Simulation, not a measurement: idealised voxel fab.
Name of the process module below: voxel fin reveal
The cross-section shown here is cut; it is 215 nm wide and divided into square cells measuring 5 nm on a side.
Square cells in a grid make up a cross-section in this document, and the grid is given as bands, listed from the top down, each one or more rows of cells. A band entry consists of two parts. The first gives the height of the band's top and the height of its bottom, in nm. The rest lists the band's materials from left to right, each with its width in nm. A single material labelled with the word "edge to edge" fills the band from edge to edge, and the word "blank" marks empty space. We count height from 0. Below that, the starting wafer is all one material. The lowest band never ends at the bottom but goes on down; see "0 nm and below" for how that is written. Quick explanation for "30 to 40": the width changes in equal steps down the rows of cells, from the first number in the band's top row to the second number in its bottom row. Step marked "no alteration"? Then no cell in the cross-section changed in it. "Closed void list" enumerates empty spaces isolated from the top, with no open way to it, that contain at least 8 cells, giving each as width x height at distance from the left edge, all three in nm. Post-settings text on a step line: simulator's own remark regarding the step. overlay nm: right-of-plan distance of the mask on a masked step; negative values mean left-of-plan.

-- plan
1,RECEIVE | material Si
2,CONFORMAL_DEP | material SiN | thk nm 5
3,PATTERN | tone cover | mask id FINS | material resist | width nm 15 | pitch nm 40 | thk nm 15 | overlay nm 0
4,DIRECTIONAL_ETCH | etch materials SiN | depth nm 5
5,DIRECTIONAL_ETCH | etch materials Si | depth nm 40
6,STRIP | etch materials resist
7,FILL_DEP | material SiO2 | thk nm 15
8,CMP | height nm 5
9,SELECTIVE_ETCH | etch materials SiO2 | depth nm 15
10,STRIP | etch materials SiN

-- The cross-section here shows the wafer as received, i.e. in its state after step 1
> 0 nm and below: Si edge to edge
> Closed void list: none

-- Module complete, cross-section. Starting point and plan per above. One mistake made in running the module
> 0 nm to -10 nm: blank: 50, then Si: 15, then blank: 25, then Si: 15, then blank: 25, then Si: 15, then blank: 70
> -10 nm to -40 nm: SiO2: 50, then Si: 15, then SiO2: 25, then Si: 15, then SiO2: 25, then Si: 15, then SiO2: 70
> -40 nm and below: Si edge to edge
> Closed void list: none
Deviation from plan: step 3: run off-plan, actual operation and settings PATTERN | tone cover | mask id FINS | material resist | width nm 15 | pitch nm 40 | thk nm 15 | overlay nm -10
